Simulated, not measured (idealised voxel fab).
Process module, titled voxel released beams
The cross-section on display is named cut; it measures 245 nm wide, and its cells are 5 nm squares.
The cross-sections in this document take the form of a grid made of square cells. They are written out as bands, in order from top to bottom. Each band consists of one or more rows of cells.
First you get the band's top height and its bottom height, in nm, and then the materials it's made of, left to right, with each width in nm. If you see a single material with "full width", that one covers the band edge to edge. "blank" is empty space.
Heights are measured from 0, the level below which the as-received wafer is all one material; the lowest band has no bottom and continues downward, written as in "0 and below".
Read "30->40" as a graded width: first number on top, second number at the bottom, same change between each pair of neighbouring rows.
Take "same as before" at face value: in the step it is given for, the cross-section changed in none of its cells.
This entry, "Internal closed voids", enumerates those empty regions of no fewer than 8 cells that possess no open connection to the top. Each region is reported in the form width x height at distance, the distance being taken from the left edge, with all three quantities expressed in nm.
Heads up: the bit after the settings on a step's line is the simulator's remark on that step.
overlay nm: right-of-plan distance of the mask on a masked step; negative values mean left-of-plan.
Process steps (planned)
| 1 | RECEIVE with material Si |
| 2 | CONFORMAL_DEP with material Al2O3, thk nm 10 |
| 3 | DIRECTIONAL_DEP with material SiO2, thk nm 20 |
| 4 | MASKED_ETCH with tone open, mask id ANCHOR, width nm 45, etch materials SiO2, depth nm 20, overlay nm 0 |
| 5 | CONFORMAL_DEP with material polySi, thk nm 15 |
| 6 | MASKED_ETCH with tone cover, mask id BEAM, width nm 105, etch materials polySi, depth nm 15, overlay nm 0 |
| 7 | STRIP with etch materials SiO2 |
As-received wafer cross-section (after step 1)
	0 and below: Si full width
	Internal closed voids: none
Same starting wafer, same plan as above, one mistake in the execution; this is the cross-section at the end of the module
	45 down to 30: 65 nm blank  25 nm polySi  5 nm blank  75 nm polySi  75 nm blank
	30 down to 25: 75 nm blank  15 nm polySi  5 nm blank  15 nm polySi  135 nm blank
	25 down to 10: 75 nm blank  35 nm polySi  135 nm blank
	10 down to 0: Al2O3 full width
	0 and below: Si full width
	Internal closed voids: none
Misprocessing identified: step 4 did not happen as planned, as run it was MASKED_ETCH with tone open, mask id ANCHOR, width nm 35, etch materials SiO2, depth nm 20, overlay nm 0
